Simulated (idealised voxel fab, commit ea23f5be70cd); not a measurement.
process module | voxel ribs on slabs
cross-section cut | 165 nm wide | cells 5 nm
A cross-section is a grid of square cells, given in bands from the top down. A band is one or more rows of cells.
Each band's line starts with the height of the band's top and of its bottom, in nm. Then come its materials from left to right, each with its width in nm. One material with "throughout" fills the band from edge to edge. "air" is empty space.
Height 0 is the level under which the wafer as received is all one material. The lowest band goes on downwards, as in "0 down".
A width such as "30 to 40" changes by the same amount from each row of cells to the next, from the band's top row to its bottom row.
"no change" after a step means that no cell of the cross-section changed.
closed voids: empty space of 8 cells or more with no open way to the top, each as width x height at its distance from the left edge, in nm
after a step's settings: what the simulator itself notes on the step
overlay nm, on a step with a mask: how far to the right of its planned place the mask lay; to the left if negative
plan
1 op RECEIVE | material Si
2 op DIRECTIONAL_DEP | material SiO2 | thk nm 20
3 op DIRECTIONAL_DEP | material SiN | thk nm 20
4 op PATTERN | tone cover | mask id RIB | material resist | width nm 30 | thk nm 15 | overlay nm 0
5 op DIRECTIONAL_ETCH | etch materials SiN | depth nm 5
6 op STRIP | etch materials resist
7 op PATTERN | tone cover | mask id SLAB | material resist | width nm 70 | thk nm 20 | overlay nm 0
8 op DIRECTIONAL_ETCH | etch materials SiN | depth nm 15
9 op STRIP | etch materials resist
10 op FILL_DEP | material SiO2 | thk nm 25
11 op CMP | height nm 60
12 op DIRECTIONAL_DEP | material W | thk nm 5
13 op PATTERN | tone cover | mask id HEATER | material resist | width nm 40 | thk nm 15 | overlay nm 0
14 op DIRECTIONAL_ETCH | etch materials W | depth nm 5
15 op STRIP | etch materials resist
16 op CONFORMAL_DEP | material SiN | thk nm 5
first wafer, as planned
as received, after step 1
  0 down: Si throughout
  closed voids: none
after step 2
  20 to 0: SiO2 throughout
  below 0: unchanged
after step 3
  40 to 20: SiN throughout
  below 20: unchanged
after step 4
  55 to 40: air 65 | resist 30 | air 70
  below 40: unchanged
after step 5
  55 to 40: air 65 | resist 30 | air 70
  40 to 35: air 65 | SiN 30 | air 70
  below 35: unchanged
after step 6
  40 to 35: air 65 | SiN 30 | air 70
  below 35: unchanged
after step 7
  60 to 40: air 45 | resist 70 | air 50
  40 to 35: air 45 | resist 20 | SiN 30 | resist 20 | air 50
  below 35: unchanged
after step 8
  60 to 40: air 45 | resist 70 | air 50
  40 to 35: air 45 | resist 20 | SiN 30 | resist 20 | air 50
  35 to 20: air 45 | SiN 70 | air 50
  below 20: unchanged
after step 9
  40 to 35: air 65 | SiN 30 | air 70
  below 35: unchanged
after step 10
  65 to 40: SiO2 throughout
  40 to 35: SiO2 65 | SiN 30 | SiO2 70
  35 to 20: SiO2 45 | SiN 70 | SiO2 50
  below 20: unchanged
after step 11
  60 to 40: SiO2 throughout
  below 40: unchanged
after step 12
  65 to 60: W throughout
  below 60: unchanged
after step 13
  80 to 65: air 60 | resist 40 | air 65
  below 65: unchanged
after step 14
  80 to 65: air 60 | resist 40 | air 65
  65 to 60: air 60 | W 40 | air 65
  below 60: unchanged
after step 15
  65 to 60: air 60 | W 40 | air 65
  below 60: unchanged
after step 16
  70 to 65: air 55 | SiN 50 | air 60
  65 to 60: SiN 60 | W 40 | SiN 65
  below 60: unchanged
second wafer: like start, like plan, one mistake. Through step 1 it matches the first wafer
when step 2 should have ended
  20 to 0: SiN throughout
  below 0: unchanged
when step 3 should have ended
  40 to 20: SiO2 throughout
  below 20: unchanged
when step 4 should have ended
  55 to 40: air 65 | resist 30 | air 70
  below 40: unchanged
when step 5 should have ended: no change
when step 6 should have ended
  40 to 20: SiO2 throughout
  below 20: unchanged
when step 7 should have ended
  60 to 40: air 45 | resist 70 | air 50
  below 40: unchanged
when step 8 should have ended: no change
when step 9 should have ended
  40 to 20: SiO2 throughout
  below 20: unchanged
when step 10 should have ended
  65 to 20: SiO2 throughout
  below 20: unchanged
when step 11 should have ended
  60 to 20: SiO2 throughout
  below 20: unchanged
when step 12 should have ended
  65 to 60: W throughout
  below 60: unchanged
when step 13 should have ended
  80 to 65: air 60 | resist 40 | air 65
  below 65: unchanged
when step 14 should have ended
  80 to 65: air 60 | resist 40 | air 65
  65 to 60: air 60 | W 40 | air 65
  below 60: unchanged
when step 15 should have ended
  65 to 60: air 60 | W 40 | air 65
  below 60: unchanged
when step 16 should have ended
  70 to 65: air 55 | SiN 50 | air 60
  65 to 60: SiN 60 | W 40 | SiN 65
  below 60: unchanged
what went wrong: steps 2 and 3 were swapped
at the end the second wafer has, in cells: 84 more of SiN | 84 fewer of SiO2
